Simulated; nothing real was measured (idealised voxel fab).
Process module name: voxel ribs on slabs
For reference, the cross-section in this document is cut, with width 195 nm and square cells of 5 nm.
We lay out every cross-section as a grid of square cells and spell it out in bands from the top down, where one band means one or more rows of cells.
Basically the band line says how high the top is and how high the bottom is, in nm, and then what's in it from left to right, every material with its width in nm. Empty space shows up as "air", and if a single material carries "edge to edge" it runs the full band edge to edge.
Where do heights start? At 0: under that level the wafer as delivered is made of one material only. And the lowest band has no floor; it just carries on downward, as in "0 and below".
It should be noted that a width expressed as "30..40" varies in equal increments from row to row of cells within the band, taking the value of the first number at the top row and that of the second number at the bottom row.
You'll sometimes find "changes: none" written for a step, and that's the way of saying that nowhere in the cross-section did a cell change during that step.
"Voids lacking openings" lists enclosed empty spaces (at least 8 cells, no open path upward to the top), each as width x height at distance from the left edge, in nm.
Step line, after settings: the simulator's comment on this step.
The setting "overlay nm" may be written on the line of a step. When the step uses a mask, the value reports how far to the right of the planned place the mask lay, and a negative value reports that it lay to the left.
# So here's the lineup of process steps we planned
1,RECEIVE, material Si
2,DIRECTIONAL_DEP, material SiO2, thk nm 25
3,DIRECTIONAL_DEP, material SiN, thk nm 20
4,PATTERN, tone cover, mask id RIB, material resist, width nm 25, thk nm 15, overlay nm 0
5,DIRECTIONAL_ETCH, etch materials SiN, depth nm 5
6,STRIP, etch materials resist
7,MASKED_ETCH, tone cover, mask id SLAB, width nm 85, etch materials SiN, depth nm 15, overlay nm 0
8,FILL_DEP, material SiO2, thk nm 20
9,CMP, height nm 60
10,DIRECTIONAL_DEP, material W, thk nm 10
11,DIRECTIONAL_DEP, material aC, thk nm 10
12,PATTERN, tone cover, mask id HEATER, material resist, width nm 35, thk nm 30, overlay nm 0
13,DIRECTIONAL_ETCH, etch materials aC, depth nm 10
14,STRIP, etch materials resist
15,DIRECTIONAL_ETCH, etch materials W, depth nm 10
16,STRIP, etch materials aC
17,CONFORMAL_DEP, material SiO2, thk nm 10
# Wafer cross-section on receipt, i.e. after step 1
- 0 and below  Si edge to edge
- Voids lacking openings: none
# Wafer at module end, in section. Began as above, planned as above, run with one mistake
- 80 down to 70  air (70)  SiO2 (55)  air (70)
- 70 down to 60  SiO2 (80)  W (35)  SiO2 (80)
- 60 down to 50  SiO2 (55)  SiN (85)  SiO2 (55)
- 50 down to 0  SiO2 edge to edge
- 0 and below  Si edge to edge
- Voids lacking openings: none
What went wrong in running the wafer? the plan had its step 2 run twice
